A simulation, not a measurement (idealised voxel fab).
Process module heading - voxel transistor to metal
180 nm wide, 5 nm square cells: that's cross-section cut.
Cross-section layout: square cells on a grid; listed as bands, top to bottom; a band spans one or more cell rows. Within each band entry, the heights of the top and of the bottom of the band appear first, in that order and in nm; the materials of the band then follow from left to right, each with its corresponding width in nm. The designation "throughout" on a single material indicates that it fills the band from edge to edge; the designation "air" indicates empty space. Height 0 is the level under which the wafer as received is all one material. The lowest band goes on downwards, as in "z 0 and below". Think of "30->40" as a width that walks from the first number to the second as you go down the band, top row to bottom row, taking equal-sized steps from row to row. It should be understood that the words "remains unaltered", when stated for a given step, signify that the cross-section underwent no change in any of its cells during that step. What "Closed voids list" gives you is every empty space of 8 cells or more that is cut off from the top. Each appears as width x height at distance, with the distance taken from the left edge and width, height and distance all in nm. On each step's line, the part that comes after the settings is the simulator's own comment on the step. Among the settings permitted on a step's line is "overlay nm"; applied to a step with a mask, it specifies the extent to which the mask lay to the right of its planned position, whereas a negative figure signifies a position to the left.

plan
- 1: RECEIVE,material Si
- 2: CONFORMAL_DEP,material SiO2,thk nm 5
- 3: CONFORMAL_DEP,material SiN,thk nm 10
- 4: MASKED_ETCH,tone cover,mask id ACTIVE,width nm 115,etch materials SiN,depth nm 10,overlay nm 0
- 5: MASKED_ETCH,tone cover,mask id ACTIVE,width nm 115,etch materials SiO2,depth nm 5,overlay nm 0
- 6: MASKED_ETCH,tone cover,mask id ACTIVE,width nm 115,etch materials Si,depth nm 30,overlay nm 0
- 7: OXIDIZE,depth nm 5
- 8: FILL_DEP,material SiO2,thk nm 10
- 9: CMP,height nm 15
- 10: SELECTIVE_ETCH,etch materials SiO2,depth nm 5
- 11: STRIP,etch materials SiN
- 12: SELECTIVE_ETCH,etch materials SiO2,depth nm 5
- 13: OXIDIZE,depth nm 5
- 14: DIRECTIONAL_DEP,material polySi,thk nm 30
- 15: DIRECTIONAL_DEP,material SiCN,thk nm 15
- 16: MASKED_ETCH,tone cover,mask id GATE,width nm 25,etch materials SiCN,depth nm 25,overlay nm 0
- 17: MASKED_ETCH,tone cover,mask id GATE,width nm 25,etch materials polySi,depth nm 40,overlay nm 0
- 18: CONFORMAL_DEP,material SiO2,thk nm 5
- 19: DIRECTIONAL_ETCH,etch materials SiO2,depth nm 5
- 20: CONFORMAL_DEP,material SiN,thk nm 10
- 21: DIRECTIONAL_ETCH,etch materials SiN,depth nm 10
- 22: DIRECTIONAL_ETCH,etch materials SiO2,depth nm 5
- 23: EPI,material SiGe,thk nm 5
- 24: FILL_DEP,material SiO2,thk nm 5
- 25: CMP,height nm 45
- 26: DIRECTIONAL_DEP,material SiO2,thk nm 10
- 27: PATTERN,tone open,mask id CONTACT,material resist,width nm 35,pitch nm 70,thk nm 15,overlay nm 0
- 28: DIRECTIONAL_ETCH,etch materials SiO2,depth nm 55
- 29: STRIP,etch materials resist
- 30: CONFORMAL_DEP,material TiN,thk nm 5
- 31: FILL_DEP,material Ru,thk nm 10
- 32: CMP,height nm 55
- 33: CONFORMAL_DEP,material SiCN,thk nm 5
- 34: DIRECTIONAL_DEP,material SiO2,thk nm 25
- 35: PATTERN,tone open,mask id METAL_1,material resist,width nm 20,pitch nm 85,thk nm 15,overlay nm 0
- 36: DIRECTIONAL_ETCH,etch materials SiO2,depth nm 25
- 37: DIRECTIONAL_ETCH,etch materials SiCN,depth nm 5
- 38: STRIP,etch materials resist
- 39: CONFORMAL_DEP,material TiN,thk nm 5
- 40: FILL_DEP,material Ru,thk nm 5
- 41: CMP,height nm 85
- 42: CONFORMAL_DEP,material SiCN,thk nm 5
- 43: DIRECTIONAL_DEP,material lowk,thk nm 30
- 44: PATTERN,tone open,mask id METAL_2,material resist,width nm 20,pitch nm 85,thk nm 15,overlay nm 0
- 45: DIRECTIONAL_ETCH,etch materials lowk,depth nm 15
- 46: STRIP,etch materials resist
- 47: DIRECTIONAL_DEP,material aC,thk nm 10
- 48: PATTERN,tone open,mask id METAL_2_HOLES,material resist,width nm 15,pitch nm 85,thk nm 25,overlay nm 0
- 49: DIRECTIONAL_ETCH,etch materials aC,depth nm 10
- 50: STRIP,etch materials resist
- 51: DIRECTIONAL_ETCH,etch materials lowk,depth nm 15
- 52: DIRECTIONAL_ETCH,etch materials SiCN,depth nm 5
- 53: STRIP,etch materials aC
- 54: CONFORMAL_DEP,material TiN,thk nm 5
- 55: FILL_DEP,material Ru,thk nm 5
- 56: CMP,height nm 120
- 57: CONFORMAL_DEP,material SiCN,thk nm 5

As-received wafer cross-section (after step 1)
* z 0 and below  Si throughout
* Closed voids list: none

As-planned run: cross-section of the first of two wafers at end of module
* z 125 to 120  SiCN throughout
* z 120 to 110  lowk 35 / TiN 5 / Ru 10 / TiN 5 / lowk 65 / TiN 5 / Ru 10 / TiN 5 / lowk 40
* z 110 to 105  lowk 35 / TiN 5 / Ru 5 / TiN 10 / lowk 65 / TiN 5 / Ru 5 / TiN 10 / lowk 40
* z 105 to 90  lowk 35 / TiN 5 / Ru 5 / TiN 5 / lowk 70 / TiN 5 / Ru 5 / TiN 5 / lowk 45
* z 90 to 85  SiCN 35 / TiN 15 / SiCN 70 / TiN 15 / SiCN 45
* z 85 to 60  SiO2 35 / TiN 5 / Ru 10 / TiN 5 / SiO2 65 / TiN 5 / Ru 10 / TiN 5 / SiO2 40
* z 60 to 55  SiCN 35 / TiN 20 / SiCN 65 / TiN 20 / SiCN 40
* z 55 to 45  SiO2 35 / TiN 5 / Ru 25->15 / TiN 5->15 / SiO2 35 / TiN 5->15 / Ru 25->15 / TiN 5 / SiO2 40
* z 45 to 30  SiO2 35 / TiN 5 / Ru 15 / TiN 5 / SiN 10 / SiO2 5 / SiCN 25 / SiO2 5 / SiN 10 / TiN 5 / Ru 15 / TiN 5 / SiO2 40
* z 30 to 10  SiO2 35 / TiN 5 / Ru 15 / TiN 5 / SiN 10 / SiO2 5 / polySi 25 / SiO2 5 / SiN 10 / TiN 5 / Ru 15 / TiN 5 / SiO2 40
* z 10 to 5  SiO2 35 / TiN 10 / Ru 10 / TiN 5 / SiN 10 / SiO2 5 / polySi 25 / SiO2 5 / SiN 10 / TiN 5 / Ru 10 / TiN 10 / SiO2 40
* z 5 to 0  SiO2 30 / SiN 10 / TiN 20 / SiN 10 / SiO2 5 / polySi 25 / SiO2 5 / SiN 10 / TiN 20 / SiN 10 / SiO2 35
* z 0 to -5  SiO2 40 / SiGe 20 / SiO2 55 / SiGe 20 / SiO2 45
* z -5 to -35  SiO2 35 / Si 105 / SiO2 40
* z -35 and below  Si throughout
* Closed voids list: none

Cross-section at end of module for the second wafer of two, which matched the first in starting point and plan and differed by one mistake in its processing
* z 125 to 120  SiCN throughout
* z 120 to 110  lowk 35 / TiN 5 / Ru 10 / TiN 5 / lowk 65 / TiN 5 / Ru 10 / TiN 5 / lowk 40
* z 110 to 105  lowk 35 / TiN 5 / Ru 5 / TiN 10 / lowk 65 / TiN 5 / Ru 5 / TiN 10 / lowk 40
* z 105 to 90  lowk 35 / TiN 5 / Ru 5 / TiN 5 / lowk 70 / TiN 5 / Ru 5 / TiN 5 / lowk 45
* z 90 to 80  SiCN 35 / TiN 15->20 / SiCN 70->65 / TiN 15->20 / SiCN 45->40
* z 80 to 55  SiO2 throughout
* z 55 to 45  SiO2 35 / TiN 5 / Ru 25->15 / TiN 5->15 / SiO2 35 / TiN 5->15 / Ru 25->15 / TiN 5 / SiO2 40
* z 45 to 30  SiO2 35 / TiN 5 / Ru 15 / TiN 5 / SiN 10 / SiO2 5 / SiCN 25 / SiO2 5 / SiN 10 / TiN 5 / Ru 15 / TiN 5 / SiO2 40
* z 30 to 10  SiO2 35 / TiN 5 / Ru 15 / TiN 5 / SiN 10 / SiO2 5 / polySi 25 / SiO2 5 / SiN 10 / TiN 5 / Ru 15 / TiN 5 / SiO2 40
* z 10 to 5  SiO2 35 / TiN 10 / Ru 10 / TiN 5 / SiN 10 / SiO2 5 / polySi 25 / SiO2 5 / SiN 10 / TiN 5 / Ru 10 / TiN 10 / SiO2 40
* z 5 to 0  SiO2 30 / SiN 10 / TiN 20 / SiN 10 / SiO2 5 / polySi 25 / SiO2 5 / SiN 10 / TiN 20 / SiN 10 / SiO2 35
* z 0 to -5  SiO2 40 / SiGe 20 / SiO2 55 / SiGe 20 / SiO2 45
* z -5 to -35  SiO2 35 / Si 105 / SiO2 40
* z -35 and below  Si throughout
* Closed voids list: none
Deviation from plan: the intended sequence of steps 33 and 34 was reversed during processing, with each occupying the position of the other
It is noted that, at the conclusion of processing, the second wafer exhibits a higher or lower cell count for certain materials relative to the first: Ru -20; SiO2 +40; TiN -20
